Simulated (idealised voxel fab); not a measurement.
The document below concerns the process module designated voxel transistor to metal.
Displayed cross-section: cut, width of 185 nm, square cells sized 5 nm.
Heads up, the way a cross-section reads in here is a grid of square cells, handed over as bands from the top down, with every band being one or more rows of cells. Quick guide to a band line: top height, bottom height (nm) up front; then every material left to right with its width in nm. Only one material and it's marked "everywhere"? Then it fills the band edge to edge. And "empty" just means empty space. Heights are measured from 0, the level below which the as-received wafer is all one material; the lowest band has no bottom and continues downward, written as in "0 down". The two numbers in a width such as "30->40" mark its ends across the band: the first belongs to the top row of cells, the second to the bottom row, and from each row to the next the width moves by the same amount. The cross-section has no changed cell in any step marked "stayed the same". The entry "Closed voids list" lists the empty spaces that cover at least 8 cells and have no open path to the top. Each is written as width x height at distance, where the distance is measured from the left edge and all three values are in nm. Where a step's line continues beyond its settings, the continuation is a remark by the simulator itself on that step. "overlay nm" answers the question of how far to the right of plan the mask lay on a step that has a mask, and when it is negative the answer is to the left.

## Steps in the process plan
1,RECEIVE (material Si)
2,OXIDIZE (depth nm 5)
3,CONFORMAL_DEP (material SiN; thk nm 10)
4,DIRECTIONAL_DEP (material aC; thk nm 10)
5,PATTERN (tone cover; mask id ACTIVE; material resist; width nm 120; thk nm 25; overlay nm 0)
6,DIRECTIONAL_ETCH (etch materials aC; depth nm 10)
7,STRIP (etch materials resist)
8,DIRECTIONAL_ETCH (etch materials SiN; depth nm 10)
9,DIRECTIONAL_ETCH (etch materials SiO2; depth nm 5)
10,DIRECTIONAL_ETCH (etch materials Si; depth nm 20)
11,STRIP (etch materials aC)
12,OXIDIZE (depth nm 5)
13,FILL_DEP (material SiO2; thk nm 5)
14,CMP (height nm 10)
15,SELECTIVE_ETCH (etch materials SiO2; depth nm 5)
16,STRIP (etch materials SiN)
17,SELECTIVE_ETCH (etch materials SiO2; depth nm 5)
18,OXIDIZE (depth nm 5)
19,DIRECTIONAL_DEP (material polySi; thk nm 25)
20,DIRECTIONAL_DEP (material SiCN; thk nm 10)
21,PATTERN (tone cover; mask id GATE; material resist; width nm 30; thk nm 15; overlay nm 0)
22,DIRECTIONAL_ETCH (etch materials SiCN; depth nm 20)
23,DIRECTIONAL_ETCH (etch materials polySi; depth nm 35)
24,STRIP (etch materials resist)
25,CONFORMAL_DEP (material SiO2; thk nm 5)
26,DIRECTIONAL_ETCH (etch materials SiO2; depth nm 5)
27,CONFORMAL_DEP (material SiN; thk nm 5)
28,DIRECTIONAL_ETCH (etch materials SiN; depth nm 5)
29,DIRECTIONAL_ETCH (etch materials SiO2; depth nm 5)
30,DIRECTIONAL_ETCH (etch materials Si; depth nm 5)
31,EPI (material SiGe; thk nm 5)
32,FILL_DEP (material SiO2; thk nm 5)
33,CMP (height nm 20)
34,STRIP (etch materials polySi)
35,SELECTIVE_ETCH (etch materials SiO2; depth nm 5)
36,CONFORMAL_DEP (material HfO2; thk nm 5)
37,CONFORMAL_DEP (material TiN; thk nm 5)
38,FILL_DEP (material W; thk nm 5)
39,CMP (height nm 15)
40,DIRECTIONAL_DEP (material SiO2; thk nm 15)
41,PATTERN (tone open; mask id CONTACT; material resist; width nm 15; pitch nm 85; thk nm 15; overlay nm 0)
42,DIRECTIONAL_ETCH (etch materials SiO2; depth nm 40)
43,STRIP (etch materials resist)
44,CONFORMAL_DEP (material TiN; thk nm 5)
45,FILL_DEP (material Ru; thk nm 10)
46,CMP (height nm 30)
47,CONFORMAL_DEP (material SiN; thk nm 5)
48,DIRECTIONAL_DEP (material SiO2; thk nm 25)
49,PATTERN (tone open; mask id METAL_1; material resist; width nm 15; pitch nm 85; thk nm 20; overlay nm 0)
50,DIRECTIONAL_ETCH (etch materials SiO2; depth nm 25)
51,DIRECTIONAL_ETCH (etch materials SiN; depth nm 5)
52,STRIP (etch materials resist)
53,CONFORMAL_DEP (material TiN; thk nm 5)
54,FILL_DEP (material Cu; thk nm 10)
55,CMP (height nm 60)
56,CONFORMAL_DEP (material SiCN; thk nm 5)

## Received-state cross-section, reflecting completion of step 1
0 down | Si everywhere
Closed voids list: none

## First of two wafers at the end of the module, shown in cross-section; run carried out as planned
65 to 60 | SiCN everywhere
60 to 35 | SiO2 (40), TiN (5), Cu (5), TiN (5), SiO2 (70), TiN (5), Cu (5), TiN (5), SiO2 (45)
35 to 30 | SiN (40), TiN (15), SiN (70), TiN (15), SiN (45)
30 to 15 | SiO2 (40), TiN (5), Ru (5), TiN (5), SiO2 (70), TiN (5), Ru (5), TiN (5), SiO2 (45)
15 to 0 | SiO2 (40), TiN (5), Ru (5), TiN (5), SiO2 (10), SiN (5), HfO2 (5), TiN (5), W (20), TiN (5), HfO2 (5), SiN (5), SiO2 (10), TiN (5), Ru (5), TiN (5), SiO2 (45)
0 to -5 | SiO2 (30), SiN (5), SiO2 (5), TiN (5), Ru (5), TiN (5), SiO2 (10), SiN (5), HfO2 (5), TiN (30), HfO2 (5), SiN (5), SiO2 (10), TiN (5), Ru (5), TiN (5), SiO2 (5), SiN (5), SiO2 (35)
-5 to -10 | SiO2 (40), TiN (15), SiO2 (5), SiGe (5), SiO2 (5), HfO2 (40), SiO2 (5), SiGe (5), SiO2 (5), TiN (15), SiO2 (45)
-10 to -15 | SiO2 (35), SiGe (30), Si (50), SiGe (30), SiO2 (40)
-15 to -30 | SiO2 (35), Si (110), SiO2 (40)
-30 down | Si everywhere
Closed voids list: none

## Cross-sectional image of the second wafer of the two following completion of the module. Starting state and process plan were the same as for the first wafer; one execution error occurred
65 to 60 | SiCN everywhere
60 to 35 | SiO2 (40), TiN (5), Cu (5), TiN (5), SiO2 (70), TiN (5), Cu (5), TiN (5), SiO2 (45)
35 to 30 | SiN (40), TiN (15), SiN (70), TiN (15), SiN (45)
30 to 15 | SiO2 (35), TiN (5), Ru (15), TiN (5), SiO2 (60), TiN (5), Ru (15), TiN (5), SiO2 (40)
15 to 0 | SiO2 (35), TiN (5), Ru (15), TiN (5), SiO2 (5), SiN (5), HfO2 (5), TiN (5), W (20), TiN (5), HfO2 (5), SiN (5), SiO2 (5), TiN (5), Ru (15), TiN (5), SiO2 (40)
0 to -5 | SiO2 (30), SiN (5), TiN (5), Ru (15), TiN (5), SiO2 (5), SiN (5), HfO2 (5), TiN (30), HfO2 (5), SiN (5), SiO2 (5), TiN (5), Ru (15), TiN (5), SiN (5), SiO2 (35)
-5 to -10 | SiO2 (35), TiN (25), SiGe (5), SiO2 (5), HfO2 (40), SiO2 (5), SiGe (5), TiN (25), SiO2 (40)
-10 to -15 | SiO2 (35), SiGe (30), Si (50), SiGe (30), SiO2 (40)
-15 to -30 | SiO2 (35), Si (110), SiO2 (40)
-30 down | Si everywhere
Closed voids list: none
Where did the run depart from the plan? step 41 changed vs plan, executed as PATTERN (tone open; mask id CONTACT; material resist; width nm 25; pitch nm 85; thk nm 15; overlay nm 0)
FYI, end of process, the second wafer has more or fewer cells of some materials than the first: Ru: 28 more | SiO2: 32 fewer | TiN: 4 more
